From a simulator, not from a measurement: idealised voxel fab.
process module | voxel capacitor over wiring
cross-section cut | 240 nm wide | cells 5 nm
A cross-section is a grid of square cells, given in bands from the top down. A band is one or more rows of cells.
Each band's line starts with the height of the band's top and of its bottom, in nm. Then come its materials from left to right, each with its width in nm. One material with "throughout" fills the band from edge to edge. "air" is empty space.
Height 0 is the level under which the wafer as received is all one material. The lowest band goes on downwards, as in "0 down".
A width such as "30 to 40" changes by the same amount from each row of cells to the next, from the band's top row to its bottom row.
"no change" after a step means that no cell of the cross-section changed.
closed voids: empty space of 8 cells or more with no open way to the top, each as width x height at its distance from the left edge, in nm
after a step's settings: what the simulator itself notes on the step
overlay nm, on a step with a mask: how far to the right of its planned place the mask lay; to the left if negative
plan
1 op RECEIVE | material Si
2 op CONFORMAL_DEP | material SiO2 | thk nm 15
3 op CONFORMAL_DEP | material SiN | thk nm 5
4 op DIRECTIONAL_DEP | material SiO2 | thk nm 15
5 op MASKED_ETCH | tone open | mask id METAL_1 | width nm 20 | pitch nm 70 | etch materials SiO2 | depth nm 15 | overlay nm 0
6 op MASKED_ETCH | tone open | mask id METAL_1 | width nm 20 | pitch nm 70 | etch materials SiN | depth nm 5 | overlay nm 0
7 op CONFORMAL_DEP | material TiN | thk nm 5
8 op FILL_DEP | material W | thk nm 5
9 op CMP | height nm 35
10 op CONFORMAL_DEP | material SiCN | thk nm 5
11 op DIRECTIONAL_DEP | material SiO2 | thk nm 10
12 op PATTERN | tone open | mask id PLUG_1 | material resist | width nm 15 | thk nm 20 | overlay nm 0
13 op DIRECTIONAL_ETCH | etch materials SiO2 | depth nm 10
14 op DIRECTIONAL_ETCH | etch materials SiCN | depth nm 5
15 op STRIP | etch materials resist
16 op CONFORMAL_DEP | material TiN | thk nm 5
17 op FILL_DEP | material Cu | thk nm 5
18 op CMP | height nm 50
19 op DIRECTIONAL_DEP | material TiN | thk nm 5
20 op DIRECTIONAL_DEP | material Al2O3 | thk nm 5
21 op DIRECTIONAL_DEP | material TiN | thk nm 5
22 op MASKED_ETCH | tone cover | mask id UPPER_PLATE | width nm 55 | etch materials TiN | depth nm 5 | overlay nm 0
23 op MASKED_ETCH | tone cover | mask id UPPER_PLATE | width nm 55 | etch materials Al2O3 | depth nm 5 | overlay nm 0
24 op DIRECTIONAL_DEP | material aC | thk nm 15
25 op PATTERN | tone cover | mask id LOWER_PLATE | material resist | width nm 65 | thk nm 35 | overlay nm 0
26 op DIRECTIONAL_ETCH | etch materials aC | depth nm 15
27 op STRIP | etch materials resist
28 op DIRECTIONAL_ETCH | etch materials TiN | depth nm 5
29 op STRIP | etch materials aC
30 op FILL_DEP | material SiO2 | thk nm 20
31 op CMP | height nm 80
32 op MASKED_ETCH | tone open | mask id PLUG_2 | width nm 15 | etch materials SiO2 | depth nm 15 | overlay nm 0
33 op CONFORMAL_DEP | material TiN | thk nm 5
34 op FILL_DEP | material Cu | thk nm 5
35 op CMP | height nm 80
36 op CONFORMAL_DEP | material SiN | thk nm 5
as received, after step 1
  0 down: Si throughout
  closed voids: none
first wafer at the end, as planned
  85 to 80: SiN throughout
  80 to 70: SiO2 90 | TiN 5 | Cu 5 | TiN 5 | SiO2 135
  70 to 60: SiO2 90 to 80 | TiN 15 to 55 | SiO2 135 to 105
  60 to 55: SiO2 80 | Al2O3 55 | SiO2 105
  55 to 50: SiO2 75 | TiN 65 | SiO2 100
  50 to 40: SiO2 80 | TiN 5 | Cu 5 | TiN 5 | SiO2 145
  40 to 35: SiCN 80 | TiN 15 | SiCN 145
  35 to 20: SiO2 75 | TiN 5 | W 10 | TiN 5 | SiO2 50 | TiN 5 | W 10 | TiN 5 | SiO2 75
  20 to 15: SiN 75 | TiN 20 | SiN 50 | TiN 20 | SiN 75
  15 to 0: SiO2 throughout
  0 down: Si throughout
  closed voids: none
second wafer at the end: like start, like plan, one mistake
  85 to 80: SiN throughout
  80 to 70: SiO2 90 | TiN 5 | Cu 5 | TiN 5 | SiO2 135
  70 to 60: SiO2 90 to 80 | TiN 15 to 55 | SiO2 135 to 105
  60 to 55: SiO2 80 | Al2O3 55 | SiO2 105
  55 to 50: SiO2 80 | TiN 65 | SiO2 95
  50 to 40: SiO2 80 | TiN 5 | Cu 5 | TiN 5 | SiO2 145
  40 to 35: SiCN 80 | TiN 15 | SiCN 145
  35 to 20: SiO2 75 | TiN 5 | W 10 | TiN 5 | SiO2 50 | TiN 5 | W 10 | TiN 5 | SiO2 75
  20 to 15: SiN 75 | TiN 20 | SiN 50 | TiN 20 | SiN 75
  15 to 0: SiO2 throughout
  0 down: Si throughout
  closed voids: none
what went wrong: step 25 ran as: op PATTERN | tone cover | mask id LOWER_PLATE | material resist | width nm 65 | thk nm 35 | overlay nm 5
at the end the second wafer has, in cells: as many of each material as the first, in other places
